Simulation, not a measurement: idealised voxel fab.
process module | voxel transistor to metal
cross-section cut | 285 nm wide | cells 5 nm
A cross-section is a grid of square cells, given in bands from the top down. A band is one or more rows of cells.
Each band's line starts with the height of the band's top and of its bottom, in nm. Then come its materials from left to right, each with its width in nm. One material with "throughout" fills the band from edge to edge. "air" is empty space.
Height 0 is the level under which the wafer as received is all one material. The lowest band goes on downwards, as in "0 down".
A width such as "30 to 40" changes by the same amount from each row of cells to the next, from the band's top row to its bottom row.
"no change" after a step means that no cell of the cross-section changed.
closed voids: empty space of 8 cells or more with no open way to the top, each as width x height at its distance from the left edge, in nm
after a step's settings: what the simulator itself notes on the step
overlay nm, on a step with a mask: how far to the right of its planned place the mask lay; to the left if negative
plan
1 op RECEIVE | material Si
2 op OXIDIZE | depth nm 5
3 op CONFORMAL_DEP | material SiN | thk nm 10
4 op PATTERN | tone cover | mask id ACTIVE | material resist | width nm 115 | pitch nm 135 | thk nm 15 | overlay nm 0
5 op DIRECTIONAL_ETCH | etch materials SiN | depth nm 10
6 op DIRECTIONAL_ETCH | etch materials SiO2 | depth nm 5
7 op DIRECTIONAL_ETCH | etch materials Si | depth nm 20
8 op STRIP | etch materials resist
9 op FILL_DEP | material SiO2 | thk nm 15
10 op CMP | height nm 10
11 op SELECTIVE_ETCH | etch materials SiO2 | depth nm 10
12 op STRIP | etch materials SiN
13 op SELECTIVE_ETCH | etch materials SiO2 | depth nm 5
14 op OXIDIZE | depth nm 5
15 op DIRECTIONAL_DEP | material polySi | thk nm 25
16 op DIRECTIONAL_DEP | material SiCN | thk nm 10
17 op MASKED_ETCH | tone cover | mask id GATE | width nm 15 | pitch nm 135 | etch materials SiCN | depth nm 20 | overlay nm 0
18 op MASKED_ETCH | tone cover | mask id GATE | width nm 15 | pitch nm 135 | etch materials polySi | depth nm 35 | overlay nm 0
19 op CONFORMAL_DEP | material SiN | thk nm 5
20 op DIRECTIONAL_ETCH | etch materials SiN | depth nm 5
21 op DIRECTIONAL_ETCH | etch materials SiO2 | depth nm 5
22 op EPI | material nSi | thk nm 5
23 op FILL_DEP | material SiO2 | thk nm 5
24 op CMP | height nm 30
25 op DIRECTIONAL_DEP | material SiO2 | thk nm 15
26 op MASKED_ETCH | tone open | mask id CONTACT | width nm 20 | etch materials SiO2 | depth nm 50 | overlay nm 0
27 op CONFORMAL_DEP | material TiN | thk nm 5
28 op FILL_DEP | material W | thk nm 5
29 op CMP | height nm 45
30 op CONFORMAL_DEP | material SiCN | thk nm 5
31 op DIRECTIONAL_DEP | material SiO2 | thk nm 25
32 op PATTERN | tone open | mask id METAL_1 | material resist | width nm 20 | thk nm 20 | overlay nm 0
33 op DIRECTIONAL_ETCH | etch materials SiO2 | depth nm 25
34 op DIRECTIONAL_ETCH | etch materials SiCN | depth nm 5
35 op STRIP | etch materials resist
36 op CONFORMAL_DEP | material TiN | thk nm 5
37 op FILL_DEP | material Cu | thk nm 10
38 op CMP | height nm 75
39 op CONFORMAL_DEP | material SiCN | thk nm 5
first wafer, as planned
as received, after step 1
  0 down: Si throughout
  closed voids: none
after step 2
  0 to -5: SiO2 throughout
  below -5: unchanged
after step 3
  10 to 0: SiN throughout
  below 0: unchanged
after step 4
  25 to 10: air 15 | resist 115 | air 20 | resist 115 | air 20
  below 10: unchanged
after step 5
  25 to 10: air 15 | resist 115 | air 20 | resist 115 | air 20
  10 to 0: air 15 | SiN 115 | air 20 | SiN 115 | air 20
  below 0: unchanged
after step 6
  25 to 10: air 15 | resist 115 | air 20 | resist 115 | air 20
  10 to 0: air 15 | SiN 115 | air 20 | SiN 115 | air 20
  0 to -5: air 15 | SiO2 115 | air 20 | SiO2 115 | air 20
  below -5: unchanged
after step 7
  25 to 10: air 15 | resist 115 | air 20 | resist 115 | air 20
  10 to 0: air 15 | SiN 115 | air 20 | SiN 115 | air 20
  0 to -5: air 15 | SiO2 115 | air 20 | SiO2 115 | air 20
  -5 to -25: air 15 | Si 115 | air 20 | Si 115 | air 20
  below -25: unchanged
after step 8
  10 to 0: air 15 | SiN 115 | air 20 | SiN 115 | air 20
  below 0: unchanged
after step 9
  25 to 10: SiO2 throughout
  10 to 0: SiO2 15 | SiN 115 | SiO2 20 | SiN 115 | SiO2 20
  0 to -5: SiO2 throughout
  -5 to -25: SiO2 15 | Si 115 | SiO2 20 | Si 115 | SiO2 20
  below -25: unchanged
after step 10
  10 to 0: SiO2 15 | SiN 115 | SiO2 20 | SiN 115 | SiO2 20
  below 0: unchanged
after step 11
  10 to 0: air 15 | SiN 115 | air 20 | SiN 115 | air 20
  below 0: unchanged
after step 12
  0 to -5: SiO2 throughout
  below -5: unchanged
after step 13
  -5 to -25: SiO2 15 | Si 115 | SiO2 20 | Si 115 | SiO2 20
  below -25: unchanged
after step 14
  -5 to -10: SiO2 throughout
  below -10: unchanged
after step 15
  20 to -5: polySi throughout
  below -5: unchanged
after step 16
  30 to 20: SiCN throughout
  below 20: unchanged
after step 17
  30 to 20: air 65 | SiCN 15 | air 120 | SiCN 15 | air 70
  below 20: unchanged
after step 18
  30 to 20: air 65 | SiCN 15 | air 120 | SiCN 15 | air 70
  20 to -5: air 65 | polySi 15 | air 120 | polySi 15 | air 70
  below -5: unchanged
after step 19
  35 to 30: air 60 | SiN 25 | air 110 | SiN 25 | air 65
  30 to 20: air 60 | SiN 5 | SiCN 15 | SiN 5 | air 110 | SiN 5 | SiCN 15 | SiN 5 | air 65
  20 to 0: air 60 | SiN 5 | polySi 15 | SiN 5 | air 110 | SiN 5 | polySi 15 | SiN 5 | air 65
  0 to -5: SiN 65 | polySi 15 | SiN 120 | polySi 15 | SiN 70
  below -5: unchanged
after step 20
  30 to 20: air 60 | SiN 5 | SiCN 15 | SiN 5 | air 110 | SiN 5 | SiCN 15 | SiN 5 | air 65
  20 to -5: air 60 | SiN 5 | polySi 15 | SiN 5 | air 110 | SiN 5 | polySi 15 | SiN 5 | air 65
  below -5: unchanged
after step 21
  30 to 20: air 60 | SiN 5 | SiCN 15 | SiN 5 | air 110 | SiN 5 | SiCN 15 | SiN 5 | air 65
  20 to -5: air 60 | SiN 5 | polySi 15 | SiN 5 | air 110 | SiN 5 | polySi 15 | SiN 5 | air 65
  -5 to -10: air 60 | SiO2 25 | air 110 | SiO2 25 | air 65
  below -10: unchanged
after step 22
  30 to 20: air 60 | SiN 5 | SiCN 15 | SiN 5 | air 110 | SiN 5 | SiCN 15 | SiN 5 | air 65
  20 to -5: air 60 | SiN 5 | polySi 15 | SiN 5 | air 110 | SiN 5 | polySi 15 | SiN 5 | air 65
  -5 to -10: air 10 | nSi 50 | SiO2 25 | nSi 50 | air 10 | nSi 50 | SiO2 25 | nSi 50 | air 15
  below -10: unchanged
after step 23
  35 to 30: SiO2 throughout
  30 to 20: SiO2 60 | SiN 5 | SiCN 15 | SiN 5 | SiO2 110 | SiN 5 | SiCN 15 | SiN 5 | SiO2 65
  20 to -5: SiO2 60 | SiN 5 | polySi 15 | SiN 5 | SiO2 110 | SiN 5 | polySi 15 | SiN 5 | SiO2 65
  -5 to -10: SiO2 10 | nSi 50 | SiO2 25 | nSi 50 | SiO2 10 | nSi 50 | SiO2 25 | nSi 50 | SiO2 15
  below -10: unchanged
after step 24
  30 to 20: SiO2 60 | SiN 5 | SiCN 15 | SiN 5 | SiO2 110 | SiN 5 | SiCN 15 | SiN 5 | SiO2 65
  below 20: unchanged
after step 25
  45 to 30: SiO2 throughout
  below 30: unchanged
after step 26
  45 to 30: SiO2 25 | air 20 | SiO2 55 | air 20 | SiO2 40 | air 20 | SiO2 55 | air 20 | SiO2 30
  30 to 20: SiO2 25 | air 20 | SiO2 15 | SiN 5 | SiCN 15 | SiN 5 | SiO2 15 | air 20 | SiO2 40 | air 20 | SiO2 15 | SiN 5 | SiCN 15 | SiN 5 | SiO2 15 | air 20 | SiO2 30
  20 to -5: SiO2 25 | air 20 | SiO2 15 | SiN 5 | polySi 15 | SiN 5 | SiO2 15 | air 20 | SiO2 40 | air 20 | SiO2 15 | SiN 5 | polySi 15 | SiN 5 | SiO2 15 | air 20 | SiO2 30
  below -5: unchanged
after step 27
  50 to 45: TiN 30 | air 10 | TiN 65 | air 10 | TiN 50 | air 10 | TiN 65 | air 10 | TiN 35
  45 to 30: SiO2 25 | TiN 5 | air 10 | TiN 5 | SiO2 55 | TiN 5 | air 10 | TiN 5 | SiO2 40 | TiN 5 | air 10 | TiN 5 | SiO2 55 | TiN 5 | air 10 | TiN 5 | SiO2 30
  30 to 20: SiO2 25 | TiN 5 | air 10 | TiN 5 | SiO2 15 | SiN 5 | SiCN 15 | SiN 5 | SiO2 15 | TiN 5 | air 10 | TiN 5 | SiO2 40 | TiN 5 | air 10 | TiN 5 | SiO2 15 | SiN 5 | SiCN 15 | SiN 5 | SiO2 15 | TiN 5 | air 10 | TiN 5 | SiO2 30
  20 to 0: SiO2 25 | TiN 5 | air 10 | TiN 5 | SiO2 15 | SiN 5 | polySi 15 | SiN 5 | SiO2 15 | TiN 5 | air 10 | TiN 5 | SiO2 40 | TiN 5 | air 10 | TiN 5 | SiO2 15 | SiN 5 | polySi 15 | SiN 5 | SiO2 15 | TiN 5 | air 10 | TiN 5 | SiO2 30
  0 to -5: SiO2 25 | TiN 20 | SiO2 15 | SiN 5 | polySi 15 | SiN 5 | SiO2 15 | TiN 20 | SiO2 40 | TiN 20 | SiO2 15 | SiN 5 | polySi 15 | SiN 5 | SiO2 15 | TiN 20 | SiO2 30
  below -5: unchanged
after step 28
  55 to 50: W throughout
  50 to 45: TiN 30 | W 10 | TiN 65 | W 10 | TiN 50 | W 10 | TiN 65 | W 10 | TiN 35
  45 to 30: SiO2 25 | TiN 5 | W 10 | TiN 5 | SiO2 55 | TiN 5 | W 10 | TiN 5 | SiO2 40 | TiN 5 | W 10 | TiN 5 | SiO2 55 | TiN 5 | W 10 | TiN 5 | SiO2 30
  30 to 20: SiO2 25 | TiN 5 | W 10 | TiN 5 | SiO2 15 | SiN 5 | SiCN 15 | SiN 5 | SiO2 15 | TiN 5 | W 10 | TiN 5 | SiO2 40 | TiN 5 | W 10 | TiN 5 | SiO2 15 | SiN 5 | SiCN 15 | SiN 5 | SiO2 15 | TiN 5 | W 10 | TiN 5 | SiO2 30
  20 to 0: SiO2 25 | TiN 5 | W 10 | TiN 5 | SiO2 15 | SiN 5 | polySi 15 | SiN 5 | SiO2 15 | TiN 5 | W 10 | TiN 5 | SiO2 40 | TiN 5 | W 10 | TiN 5 | SiO2 15 | SiN 5 | polySi 15 | SiN 5 | SiO2 15 | TiN 5 | W 10 | TiN 5 | SiO2 30
  below 0: unchanged
after step 29
  45 to 30: SiO2 25 | TiN 5 | W 10 | TiN 5 | SiO2 55 | TiN 5 | W 10 | TiN 5 | SiO2 40 | TiN 5 | W 10 | TiN 5 | SiO2 55 | TiN 5 | W 10 | TiN 5 | SiO2 30
  below 30: unchanged
after step 30
  50 to 45: SiCN throughout
  below 45: unchanged
after step 31
  75 to 50: SiO2 throughout
  below 50: unchanged
after step 32
  95 to 75: resist 25 | air 20 | resist 55 | air 20 | resist 40 | air 20 | resist 55 | air 20 | resist 30
  below 75: unchanged
after step 33
  95 to 75: resist 25 | air 20 | resist 55 | air 20 | resist 40 | air 20 | resist 55 | air 20 | resist 30
  75 to 50: SiO2 25 | air 20 | SiO2 55 | air 20 | SiO2 40 | air 20 | SiO2 55 | air 20 | SiO2 30
  below 50: unchanged
after step 34
  95 to 75: resist 25 | air 20 | resist 55 | air 20 | resist 40 | air 20 | resist 55 | air 20 | resist 30
  75 to 50: SiO2 25 | air 20 | SiO2 55 | air 20 | SiO2 40 | air 20 | SiO2 55 | air 20 | SiO2 30
  50 to 45: SiCN 25 | air 20 | SiCN 55 | air 20 | SiCN 40 | air 20 | SiCN 55 | air 20 | SiCN 30
  below 45: unchanged
after step 35
  75 to 50: SiO2 25 | air 20 | SiO2 55 | air 20 | SiO2 40 | air 20 | SiO2 55 | air 20 | SiO2 30
  below 50: unchanged
after step 36
  80 to 75: TiN 30 | air 10 | TiN 65 | air 10 | TiN 50 | air 10 | TiN 65 | air 10 | TiN 35
  75 to 50: SiO2 25 | TiN 5 | air 10 | TiN 5 | SiO2 55 | TiN 5 | air 10 | TiN 5 | SiO2 40 | TiN 5 | air 10 | TiN 5 | SiO2 55 | TiN 5 | air 10 | TiN 5 | SiO2 30
  50 to 45: SiCN 25 | TiN 20 | SiCN 55 | TiN 20 | SiCN 40 | TiN 20 | SiCN 55 | TiN 20 | SiCN 30
  below 45: unchanged
after step 37
  90 to 80: Cu throughout
  80 to 75: TiN 30 | Cu 10 | TiN 65 | Cu 10 | TiN 50 | Cu 10 | TiN 65 | Cu 10 | TiN 35
  75 to 50: SiO2 25 | TiN 5 | Cu 10 | TiN 5 | SiO2 55 | TiN 5 | Cu 10 | TiN 5 | SiO2 40 | TiN 5 | Cu 10 | TiN 5 | SiO2 55 | TiN 5 | Cu 10 | TiN 5 | SiO2 30
  below 50: unchanged
after step 38
  75 to 50: SiO2 25 | TiN 5 | Cu 10 | TiN 5 | SiO2 55 | TiN 5 | Cu 10 | TiN 5 | SiO2 40 | TiN 5 | Cu 10 | TiN 5 | SiO2 55 | TiN 5 | Cu 10 | TiN 5 | SiO2 30
  below 50: unchanged
after step 39
  80 to 75: SiCN throughout
  below 75: unchanged
second wafer: like start, like plan, one mistake. Through step 6 it matches the first wafer
when step 7 should have ended
  25 to 10: air 15 | resist 115 | air 20 | resist 115 | air 20
  10 to 0: air 15 | SiN 115 | air 20 | SiN 115 | air 20
  0 to -5: air 15 | SiO2 115 | air 20 | SiO2 115 | air 20
  -5 to -45: air 15 | Si 115 | air 20 | Si 115 | air 20
  below -45: unchanged
when step 8 should have ended
  10 to 0: air 15 | SiN 115 | air 20 | SiN 115 | air 20
  below 0: unchanged
when step 9 should have ended
  25 to 10: SiO2 throughout
  10 to 0: SiO2 15 | SiN 115 | SiO2 20 | SiN 115 | SiO2 20
  0 to -5: SiO2 throughout
  -5 to -45: SiO2 15 | Si 115 | SiO2 20 | Si 115 | SiO2 20
  below -45: unchanged
when step 10 should have ended
  10 to 0: SiO2 15 | SiN 115 | SiO2 20 | SiN 115 | SiO2 20
  below 0: unchanged
when step 11 should have ended
  10 to 0: air 15 | SiN 115 | air 20 | SiN 115 | air 20
  below 0: unchanged
when step 12 should have ended
  0 to -5: SiO2 throughout
  below -5: unchanged
when step 13 should have ended
  -5 to -45: SiO2 15 | Si 115 | SiO2 20 | Si 115 | SiO2 20
  below -45: unchanged
when step 14 should have ended
  -5 to -10: SiO2 throughout
  below -10: unchanged
when step 15 should have ended
  20 to -5: polySi throughout
  below -5: unchanged
when step 16 should have ended
  30 to 20: SiCN throughout
  below 20: unchanged
when step 17 should have ended
  30 to 20: air 65 | SiCN 15 | air 120 | SiCN 15 | air 70
  below 20: unchanged
when step 18 should have ended
  30 to 20: air 65 | SiCN 15 | air 120 | SiCN 15 | air 70
  20 to -5: air 65 | polySi 15 | air 120 | polySi 15 | air 70
  below -5: unchanged
when step 19 should have ended
  35 to 30: air 60 | SiN 25 | air 110 | SiN 25 | air 65
  30 to 20: air 60 | SiN 5 | SiCN 15 | SiN 5 | air 110 | SiN 5 | SiCN 15 | SiN 5 | air 65
  20 to 0: air 60 | SiN 5 | polySi 15 | SiN 5 | air 110 | SiN 5 | polySi 15 | SiN 5 | air 65
  0 to -5: SiN 65 | polySi 15 | SiN 120 | polySi 15 | SiN 70
  below -5: unchanged
when step 20 should have ended
  30 to 20: air 60 | SiN 5 | SiCN 15 | SiN 5 | air 110 | SiN 5 | SiCN 15 | SiN 5 | air 65
  20 to -5: air 60 | SiN 5 | polySi 15 | SiN 5 | air 110 | SiN 5 | polySi 15 | SiN 5 | air 65
  below -5: unchanged
when step 21 should have ended
  30 to 20: air 60 | SiN 5 | SiCN 15 | SiN 5 | air 110 | SiN 5 | SiCN 15 | SiN 5 | air 65
  20 to -5: air 60 | SiN 5 | polySi 15 | SiN 5 | air 110 | SiN 5 | polySi 15 | SiN 5 | air 65
  -5 to -10: air 60 | SiO2 25 | air 110 | SiO2 25 | air 65
  below -10: unchanged
when step 22 should have ended
  30 to 20: air 60 | SiN 5 | SiCN 15 | SiN 5 | air 110 | SiN 5 | SiCN 15 | SiN 5 | air 65
  20 to -5: air 60 | SiN 5 | polySi 15 | SiN 5 | air 110 | SiN 5 | polySi 15 | SiN 5 | air 65
  -5 to -10: air 10 | nSi 50 | SiO2 25 | nSi 50 | air 10 | nSi 50 | SiO2 25 | nSi 50 | air 15
  below -10: unchanged
when step 23 should have ended
  35 to 30: SiO2 throughout
  30 to 20: SiO2 60 | SiN 5 | SiCN 15 | SiN 5 | SiO2 110 | SiN 5 | SiCN 15 | SiN 5 | SiO2 65
  20 to -5: SiO2 60 | SiN 5 | polySi 15 | SiN 5 | SiO2 110 | SiN 5 | polySi 15 | SiN 5 | SiO2 65
  -5 to -10: SiO2 10 | nSi 50 | SiO2 25 | nSi 50 | SiO2 10 | nSi 50 | SiO2 25 | nSi 50 | SiO2 15
  below -10: unchanged
when step 24 should have ended
  30 to 20: SiO2 60 | SiN 5 | SiCN 15 | SiN 5 | SiO2 110 | SiN 5 | SiCN 15 | SiN 5 | SiO2 65
  below 20: unchanged
when step 25 should have ended
  45 to 30: SiO2 throughout
  below 30: unchanged
when step 26 should have ended
  45 to 30: SiO2 25 | air 20 | SiO2 55 | air 20 | SiO2 40 | air 20 | SiO2 55 | air 20 | SiO2 30
  30 to 20: SiO2 25 | air 20 | SiO2 15 | SiN 5 | SiCN 15 | SiN 5 | SiO2 15 | air 20 | SiO2 40 | air 20 | SiO2 15 | SiN 5 | SiCN 15 | SiN 5 | SiO2 15 | air 20 | SiO2 30
  20 to -5: SiO2 25 | air 20 | SiO2 15 | SiN 5 | polySi 15 | SiN 5 | SiO2 15 | air 20 | SiO2 40 | air 20 | SiO2 15 | SiN 5 | polySi 15 | SiN 5 | SiO2 15 | air 20 | SiO2 30
  below -5: unchanged
when step 27 should have ended
  50 to 45: TiN 30 | air 10 | TiN 65 | air 10 | TiN 50 | air 10 | TiN 65 | air 10 | TiN 35
  45 to 30: SiO2 25 | TiN 5 | air 10 | TiN 5 | SiO2 55 | TiN 5 | air 10 | TiN 5 | SiO2 40 | TiN 5 | air 10 | TiN 5 | SiO2 55 | TiN 5 | air 10 | TiN 5 | SiO2 30
  30 to 20: SiO2 25 | TiN 5 | air 10 | TiN 5 | SiO2 15 | SiN 5 | SiCN 15 | SiN 5 | SiO2 15 | TiN 5 | air 10 | TiN 5 | SiO2 40 | TiN 5 | air 10 | TiN 5 | SiO2 15 | SiN 5 | SiCN 15 | SiN 5 | SiO2 15 | TiN 5 | air 10 | TiN 5 | SiO2 30
  20 to 0: SiO2 25 | TiN 5 | air 10 | TiN 5 | SiO2 15 | SiN 5 | polySi 15 | SiN 5 | SiO2 15 | TiN 5 | air 10 | TiN 5 | SiO2 40 | TiN 5 | air 10 | TiN 5 | SiO2 15 | SiN 5 | polySi 15 | SiN 5 | SiO2 15 | TiN 5 | air 10 | TiN 5 | SiO2 30
  0 to -5: SiO2 25 | TiN 20 | SiO2 15 | SiN 5 | polySi 15 | SiN 5 | SiO2 15 | TiN 20 | SiO2 40 | TiN 20 | SiO2 15 | SiN 5 | polySi 15 | SiN 5 | SiO2 15 | TiN 20 | SiO2 30
  below -5: unchanged
when step 28 should have ended
  55 to 50: W throughout
  50 to 45: TiN 30 | W 10 | TiN 65 | W 10 | TiN 50 | W 10 | TiN 65 | W 10 | TiN 35
  45 to 30: SiO2 25 | TiN 5 | W 10 | TiN 5 | SiO2 55 | TiN 5 | W 10 | TiN 5 | SiO2 40 | TiN 5 | W 10 | TiN 5 | SiO2 55 | TiN 5 | W 10 | TiN 5 | SiO2 30
  30 to 20: SiO2 25 | TiN 5 | W 10 | TiN 5 | SiO2 15 | SiN 5 | SiCN 15 | SiN 5 | SiO2 15 | TiN 5 | W 10 | TiN 5 | SiO2 40 | TiN 5 | W 10 | TiN 5 | SiO2 15 | SiN 5 | SiCN 15 | SiN 5 | SiO2 15 | TiN 5 | W 10 | TiN 5 | SiO2 30
  20 to 0: SiO2 25 | TiN 5 | W 10 | TiN 5 | SiO2 15 | SiN 5 | polySi 15 | SiN 5 | SiO2 15 | TiN 5 | W 10 | TiN 5 | SiO2 40 | TiN 5 | W 10 | TiN 5 | SiO2 15 | SiN 5 | polySi 15 | SiN 5 | SiO2 15 | TiN 5 | W 10 | TiN 5 | SiO2 30
  below 0: unchanged
when step 29 should have ended
  45 to 30: SiO2 25 | TiN 5 | W 10 | TiN 5 | SiO2 55 | TiN 5 | W 10 | TiN 5 | SiO2 40 | TiN 5 | W 10 | TiN 5 | SiO2 55 | TiN 5 | W 10 | TiN 5 | SiO2 30
  below 30: unchanged
when step 30 should have ended
  50 to 45: SiCN throughout
  below 45: unchanged
when step 31 should have ended
  75 to 50: SiO2 throughout
  below 50: unchanged
when step 32 should have ended
  95 to 75: resist 25 | air 20 | resist 55 | air 20 | resist 40 | air 20 | resist 55 | air 20 | resist 30
  below 75: unchanged
when step 33 should have ended
  95 to 75: resist 25 | air 20 | resist 55 | air 20 | resist 40 | air 20 | resist 55 | air 20 | resist 30
  75 to 50: SiO2 25 | air 20 | SiO2 55 | air 20 | SiO2 40 | air 20 | SiO2 55 | air 20 | SiO2 30
  below 50: unchanged
when step 34 should have ended
  95 to 75: resist 25 | air 20 | resist 55 | air 20 | resist 40 | air 20 | resist 55 | air 20 | resist 30
  75 to 50: SiO2 25 | air 20 | SiO2 55 | air 20 | SiO2 40 | air 20 | SiO2 55 | air 20 | SiO2 30
  50 to 45: SiCN 25 | air 20 | SiCN 55 | air 20 | SiCN 40 | air 20 | SiCN 55 | air 20 | SiCN 30
  below 45: unchanged
when step 35 should have ended
  75 to 50: SiO2 25 | air 20 | SiO2 55 | air 20 | SiO2 40 | air 20 | SiO2 55 | air 20 | SiO2 30
  below 50: unchanged
when step 36 should have ended
  80 to 75: TiN 30 | air 10 | TiN 65 | air 10 | TiN 50 | air 10 | TiN 65 | air 10 | TiN 35
  75 to 50: SiO2 25 | TiN 5 | air 10 | TiN 5 | SiO2 55 | TiN 5 | air 10 | TiN 5 | SiO2 40 | TiN 5 | air 10 | TiN 5 | SiO2 55 | TiN 5 | air 10 | TiN 5 | SiO2 30
  50 to 45: SiCN 25 | TiN 20 | SiCN 55 | TiN 20 | SiCN 40 | TiN 20 | SiCN 55 | TiN 20 | SiCN 30
  below 45: unchanged
when step 37 should have ended
  90 to 80: Cu throughout
  80 to 75: TiN 30 | Cu 10 | TiN 65 | Cu 10 | TiN 50 | Cu 10 | TiN 65 | Cu 10 | TiN 35
  75 to 50: SiO2 25 | TiN 5 | Cu 10 | TiN 5 | SiO2 55 | TiN 5 | Cu 10 | TiN 5 | SiO2 40 | TiN 5 | Cu 10 | TiN 5 | SiO2 55 | TiN 5 | Cu 10 | TiN 5 | SiO2 30
  below 50: unchanged
when step 38 should have ended
  75 to 50: SiO2 25 | TiN 5 | Cu 10 | TiN 5 | SiO2 55 | TiN 5 | Cu 10 | TiN 5 | SiO2 40 | TiN 5 | Cu 10 | TiN 5 | SiO2 55 | TiN 5 | Cu 10 | TiN 5 | SiO2 30
  below 50: unchanged
when step 39 should have ended
  80 to 75: SiCN throughout
  below 75: unchanged
what went wrong: step 7 was run twice
at the end the second wafer has, in cells: 44 fewer of Si | 44 more of SiO2
